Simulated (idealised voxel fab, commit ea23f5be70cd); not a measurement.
The process module presented herein is designated voxel trench capacitor.
In the cross-section labelled cut, the width is 255 nm and each square cell is 5 nm.
For the purposes of this document, a cross-section shall be understood as a grid of square cells, specified as bands listed in top-to-bottom order, each band consisting of one or more rows of cells. Top height, bottom height, nm. Materials left to right, width each, nm. Single material + "everywhere" = fills band edge to edge. "blank" = empty. Where do heights start? At 0: under that level the wafer as delivered is made of one material only. And the lowest band has no floor; it just carries on downward, as in "0 and below". Width "30 to 40": first value at the band's top row of cells, second value at its bottom row, equal change from row to row. Given "remained the same" for a step, no cell of the cross-section differs between before and after that step. This entry, "Unvented voids", enumerates those empty regions of no fewer than 8 cells that possess no open connection to the top. Each region is reported in the form width x height at distance, the distance being taken from the left edge, with all three quantities expressed in nm. Where a step's line continues beyond its settings, the continuation is a remark by the simulator itself on that step. The setting "overlay nm" may be written on the line of a step. When the step uses a mask, the value reports how far to the right of the planned place the mask lay, and a negative value reports that it lay to the left.

-- These are the steps we planned for the process
1 RECEIVE,material Si
2 CONFORMAL_DEP,material SiN,thk nm 5
3 PATTERN,tone open,mask id TRENCH,material resist,width nm 20,pitch nm 40,thk nm 15,overlay nm 0
4 DIRECTIONAL_ETCH,etch materials SiN,depth nm 5
5 DIRECTIONAL_ETCH,etch materials Si,depth nm 35
6 STRIP,etch materials resist
7 CONFORMAL_DEP,material Al2O3,thk nm 5
8 FILL_DEP,material polySi,thk nm 5
9 CMP,height nm 5

-- Cross-section of the wafer as it came to us, i.e., already through step 1
0 and below  Si everywhere
Unvented voids: none

-- Cross-sectional image of the first of two wafers at the end of the module, the run having proceeded as planned
5 down to 0  SiN 55; Al2O3 5; polySi 10; Al2O3 5; SiN 20; Al2O3 5; polySi 10; Al2O3 5; SiN 20; Al2O3 5; polySi 10; Al2O3 5; SiN 20; Al2O3 5; polySi 10; Al2O3 5; SiN 60
0 down to -30  Si 55; Al2O3 5; polySi 10; Al2O3 5; Si 20; Al2O3 5; polySi 10; Al2O3 5; Si 20; Al2O3 5; polySi 10; Al2O3 5; Si 20; Al2O3 5; polySi 10; Al2O3 5; Si 60
-30 down to -35  Si 55; Al2O3 20; Si 20; Al2O3 20; Si 20; Al2O3 20; Si 20; Al2O3 20; Si 60
-35 and below  Si everywhere
Unvented voids: none

-- second wafer at the end: like start, like plan, one mistake
5 down to 0  Al2O3 everywhere
0 and below  Si everywhere
Unvented voids: none
What broke from the plan during processing? step 2 changed vs plan, executed as CONFORMAL_DEP,material Al2O3,thk nm 5
At the finish, the second wafer shows more or fewer cells for some materials than the first does: Al2O3 -21; Si +112; SiN -35; polySi -56
